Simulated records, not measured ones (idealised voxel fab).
process module | voxel transistor to metal
The figure presents cross-section cut, which has a width of 300 nm and is divided into square cells with an edge length of 5 nm.
This document writes a cross-section as a grid whose cells are square, and gives it as bands, listed from the top down; one or more rows of cells form a band.
For a band, the entry starts with two heights in nm, that of the top and then that of the bottom, and carries on with the band's materials in order from left to right, each alongside its width in nm; the word "full width" beside a single material means it fills the band edge to edge, and "blank" means empty space.
We count height from 0. Below that, the starting wafer is all one material. The lowest band never ends at the bottom but goes on down; see "top 0, no bottom" for how that is written.
You'd read "30->40" like this: the band's top row of cells is as wide as the first number, its bottom row is as wide as the second, and going down, every row changes width by the same amount as the row before did.
The designation "no alteration", where it is given for a processing step, indicates that no cell of the cross-section was altered in the course of that step.
Empty spaces without an open route to the top, at least 8 cells in extent, make up the entry "Closed-off voids"; each is given as width x height at distance, where the distance is measured from the left edge, and all are in nm.
Note: text after step settings on the step line = simulator remark on that step.
Steps that use a mask can have "overlay nm" on their line. It says how far the mask sat to the right of where it was meant to be. Negative means to the left.

[The steps planned for the process are as follows]
1 RECEIVE,material Si
2 CONFORMAL_DEP,material SiO2,thk nm 5
3 CONFORMAL_DEP,material SiN,thk nm 10
4 DIRECTIONAL_DEP,material aC,thk nm 15
5 PATTERN,tone cover,mask id ACTIVE,material resist,width nm 95,pitch nm 125,thk nm 30,overlay nm 0
6 DIRECTIONAL_ETCH,etch materials aC,depth nm 15
7 STRIP,etch materials resist
8 DIRECTIONAL_ETCH,etch materials SiN,depth nm 10
9 DIRECTIONAL_ETCH,etch materials SiO2,depth nm 5
10 DIRECTIONAL_ETCH,etch materials Si,depth nm 20
11 STRIP,etch materials aC
12 FILL_DEP,material SiO2,thk nm 10
13 CMP,height nm 15
14 SELECTIVE_ETCH,etch materials SiO2,depth nm 5
15 STRIP,etch materials SiN
16 SELECTIVE_ETCH,etch materials SiO2,depth nm 5
17 OXIDIZE,depth nm 5
18 DIRECTIONAL_DEP,material polySi,thk nm 25
19 DIRECTIONAL_DEP,material SiCN,thk nm 15
20 DIRECTIONAL_DEP,material aC,thk nm 10
21 PATTERN,tone cover,mask id GATE,material resist,width nm 15,pitch nm 125,thk nm 25,overlay nm 0
22 DIRECTIONAL_ETCH,etch materials aC,depth nm 10
23 STRIP,etch materials resist
24 DIRECTIONAL_ETCH,etch materials SiCN,depth nm 25
25 DIRECTIONAL_ETCH,etch materials polySi,depth nm 35
26 STRIP,etch materials aC
27 CONFORMAL_DEP,material SiN,thk nm 5
28 DIRECTIONAL_ETCH,etch materials SiN,depth nm 5
29 DIRECTIONAL_ETCH,etch materials SiO2,depth nm 5
30 EPI,material nSi,thk nm 5
31 FILL_DEP,material SiO2,thk nm 10
32 CMP,height nm 40
33 DIRECTIONAL_DEP,material SiO2,thk nm 15
34 DIRECTIONAL_DEP,material aC,thk nm 15
35 PATTERN,tone open,mask id CONTACT,material resist,width nm 15,thk nm 35,overlay nm -15
36 DIRECTIONAL_ETCH,etch materials aC,depth nm 15
37 STRIP,etch materials resist
38 DIRECTIONAL_ETCH,etch materials SiO2,depth nm 55
39 STRIP,etch materials aC
40 CONFORMAL_DEP,material TiN,thk nm 5
41 FILL_DEP,material W,thk nm 5
42 CMP,height nm 55
43 DIRECTIONAL_DEP,material TiN,thk nm 5
44 DIRECTIONAL_DEP,material W,thk nm 15
45 DIRECTIONAL_DEP,material aC,thk nm 15
46 PATTERN,tone cover,mask id METAL_1,material resist,width nm 15,thk nm 30,overlay nm 0
47 DIRECTIONAL_ETCH,etch materials aC,depth nm 15
48 STRIP,etch materials resist
49 DIRECTIONAL_ETCH,etch materials W,depth nm 15
50 DIRECTIONAL_ETCH,etch materials TiN,depth nm 5
51 STRIP,etch materials aC
52 CONFORMAL_DEP,material SiN,thk nm 5
53 FILL_DEP,material lowk,thk nm 5
54 CMP,height nm 75
55 CONFORMAL_DEP,material SiN,thk nm 5
Among the wafers covered here, the point of difference is the overlay nm at step 35; their starting state is shared, and the plan presents the value of the first wafer.

[First of several wafers, received after step 1, in cross-section]
> top 0, no bottom = Si full width
> Closed-off voids: none

[The figure below presents a cross-section of the first of several wafers at the conclusion of the module, following its last step, step 55]
> top 80, bottom 75 = SiN full width
> top 75, bottom 60 = 45 of lowk, then 5 of SiN, then 15 of W, then 5 of SiN, then 35 of lowk, then 5 of SiN, then 15 of W, then 5 of SiN, then 40 of lowk, then 5 of SiN, then 15 of W, then 5 of SiN, then 35 of lowk, then 5 of SiN, then 15 of W, then 5 of SiN, then 45 of lowk
> top 60, bottom 55 = 50 of SiN, then 15 of TiN, then 45 of SiN, then 15 of TiN, then 50 of SiN, then 15 of TiN, then 45 of SiN, then 15 of TiN, then 50 of SiN
> top 55, bottom 45 = 35 of SiO2, then 5 of TiN, then 5 of W, then 5 of TiN, then 45 of SiO2, then 5 of TiN, then 5 of W, then 5 of TiN, then 50 of SiO2, then 5 of TiN, then 5 of W, then 5 of TiN, then 45 of SiO2, then 5 of TiN, then 5 of W, then 5 of TiN, then 65 of SiO2
> top 45, bottom 40 = 35 of SiO2, then 5 of TiN, then 5 of W, then 5 of TiN, then 45 of SiO2, then 15 of TiN, then 50 of SiO2, then 5 of TiN, then 5 of W, then 5 of TiN, then 45 of SiO2, then 15 of TiN, then 65 of SiO2
> top 40, bottom 25 = 35 of SiO2, then 5 of TiN, then 5 of W, then 5 of TiN, then 25 of SiO2, then 5 of SiN, then 15 of SiCN, then 5 of SiN, then 10 of TiN, then 50 of SiO2, then 5 of TiN, then 5 of W, then 5 of TiN, then 25 of SiO2, then 5 of SiN, then 15 of SiCN, then 5 of SiN, then 10 of TiN, then 65 of SiO2
> top 25, bottom 10 = 35 of SiO2, then 5 of TiN, then 5 of W, then 5 of TiN, then 25 of SiO2, then 5 of SiN, then 15 of polySi, then 5 of SiN, then 10 of TiN, then 50 of SiO2, then 5 of TiN, then 5 of W, then 5 of TiN, then 25 of SiO2, then 5 of SiN, then 15 of polySi, then 5 of SiN, then 10 of TiN, then 65 of SiO2
> top 10, bottom 5 = 35 of SiO2, then 15 of TiN, then 25 of SiO2, then 5 of SiN, then 15 of polySi, then 5 of SiN, then 10 of TiN, then 50 of SiO2, then 15 of TiN, then 25 of SiO2, then 5 of SiN, then 15 of polySi, then 5 of SiN, then 10 of TiN, then 65 of SiO2
> top 5, bottom 0 = 35 of SiO2, then 5 of SiN, then 10 of TiN, then 25 of SiO2, then 5 of SiN, then 15 of polySi, then 5 of SiN, then 10 of TiN, then 25 of SiO2, then 5 of SiN, then 20 of SiO2, then 5 of SiN, then 10 of TiN, then 25 of SiO2, then 5 of SiN, then 15 of polySi, then 5 of SiN, then 10 of TiN, then 25 of SiO2, then 5 of SiN, then 35 of SiO2
> top 0, bottom -5 = 40 of SiO2, then 35 of nSi, then 25 of SiO2, then 35 of nSi, then 30 of SiO2, then 35 of nSi, then 25 of SiO2, then 35 of nSi, then 40 of SiO2
> top -5, bottom -20 = 40 of SiO2, then 95 of Si, then 30 of SiO2, then 95 of Si, then 40 of SiO2
> top -20, no bottom = Si full width
> Closed-off voids: none

[Here's the last wafer cross-sectioned at the end of the module]
> top 80, bottom 75 = SiN full width
> top 75, bottom 60 = 45 of lowk, then 5 of SiN, then 15 of W, then 5 of SiN, then 35 of lowk, then 5 of SiN, then 15 of W, then 5 of SiN, then 40 of lowk, then 5 of SiN, then 15 of W, then 5 of SiN, then 35 of lowk, then 5 of SiN, then 15 of W, then 5 of SiN, then 45 of lowk
> top 60, bottom 55 = 50 of SiN, then 15 of TiN, then 45 of SiN, then 15 of TiN, then 50 of SiN, then 15 of TiN, then 45 of SiN, then 15 of TiN, then 50 of SiN
> top 55, bottom 45 = 65 of SiO2, then 5 of TiN, then 5 of W, then 5 of TiN, then 45 of SiO2, then 5 of TiN, then 5 of W, then 5 of TiN, then 50 of SiO2, then 5 of TiN, then 5 of W, then 5 of TiN, then 45 of SiO2, then 5 of TiN, then 5 of W, then 5 of TiN, then 35 of SiO2
> top 45, bottom 40 = 65 of SiO2, then 15 of TiN, then 45 of SiO2, then 5 of TiN, then 5 of W, then 5 of TiN, then 50 of SiO2, then 15 of TiN, then 45 of SiO2, then 5 of TiN, then 5 of W, then 5 of TiN, then 35 of SiO2
> top 40, bottom 25 = 65 of SiO2, then 10 of TiN, then 5 of SiN, then 15 of SiCN, then 5 of SiN, then 25 of SiO2, then 5 of TiN, then 5 of W, then 5 of TiN, then 50 of SiO2, then 10 of TiN, then 5 of SiN, then 15 of SiCN, then 5 of SiN, then 25 of SiO2, then 5 of TiN, then 5 of W, then 5 of TiN, then 35 of SiO2
> top 25, bottom 10 = 65 of SiO2, then 10 of TiN, then 5 of SiN, then 15 of polySi, then 5 of SiN, then 25 of SiO2, then 5 of TiN, then 5 of W, then 5 of TiN, then 50 of SiO2, then 10 of TiN, then 5 of SiN, then 15 of polySi, then 5 of SiN, then 25 of SiO2, then 5 of TiN, then 5 of W, then 5 of TiN, then 35 of SiO2
> top 10, bottom 5 = 65 of SiO2, then 10 of TiN, then 5 of SiN, then 15 of polySi, then 5 of SiN, then 25 of SiO2, then 15 of TiN, then 50 of SiO2, then 10 of TiN, then 5 of SiN, then 15 of polySi, then 5 of SiN, then 25 of SiO2, then 15 of TiN, then 35 of SiO2
> top 5, bottom 0 = 35 of SiO2, then 5 of SiN, then 25 of SiO2, then 10 of TiN, then 5 of SiN, then 15 of polySi, then 5 of SiN, then 25 of SiO2, then 10 of TiN, then 5 of SiN, then 20 of SiO2, then 5 of SiN, then 25 of SiO2, then 10 of TiN, then 5 of SiN, then 15 of polySi, then 5 of SiN, then 25 of SiO2, then 10 of TiN, then 5 of SiN, then 35 of SiO2
> top 0, bottom -5 = 40 of SiO2, then 35 of nSi, then 25 of SiO2, then 35 of nSi, then 30 of SiO2, then 35 of nSi, then 25 of SiO2, then 35 of nSi, then 40 of SiO2
> top -5, bottom -20 = 40 of SiO2, then 95 of Si, then 30 of SiO2, then 95 of Si, then 40 of SiO2
> top -20, no bottom = Si full width
> Closed-off voids: none

[The rows of the table below are wafers. Looking at the end of the module, a row counts, for every material, the cells the wafer has gained, shown as (+), or lost, shown as (-), since it was received; its closed voids come next]
overlay nm -15 | -126 Si | +18 SiCN | +168 SiN | +560 SiO2 | +104 TiN | +58 W | +120 lowk | +28 nSi | +30 polySi | Closed-off voids: none
overlay nm -10 | -126 Si | +18 SiCN | +168 SiN | +542 SiO2 | +104 TiN | +76 W | +120 lowk | +28 nSi | +30 polySi | Closed-off voids: none
overlay nm -5 | -126 Si | +18 SiCN | +168 SiN | +542 SiO2 | +104 TiN | +76 W | +120 lowk | +28 nSi | +30 polySi | Closed-off voids: none
overlay nm 0 | -126 Si | +18 SiCN | +168 SiN | +542 SiO2 | +104 TiN | +76 W | +120 lowk | +28 nSi | +30 polySi | Closed-off voids: none
overlay nm 5 | -126 Si | +18 SiCN | +168 SiN | +542 SiO2 | +104 TiN | +76 W | +120 lowk | +28 nSi | +30 polySi | Closed-off voids: none
overlay nm 10 | -126 Si | +18 SiCN | +168 SiN | +542 SiO2 | +104 TiN | +76 W | +120 lowk | +28 nSi | +30 polySi | Closed-off voids: none
overlay nm 15 | -126 Si | +18 SiCN | +168 SiN | +560 SiO2 | +104 TiN | +58 W | +120 lowk | +28 nSi | +30 polySi | Closed-off voids: none
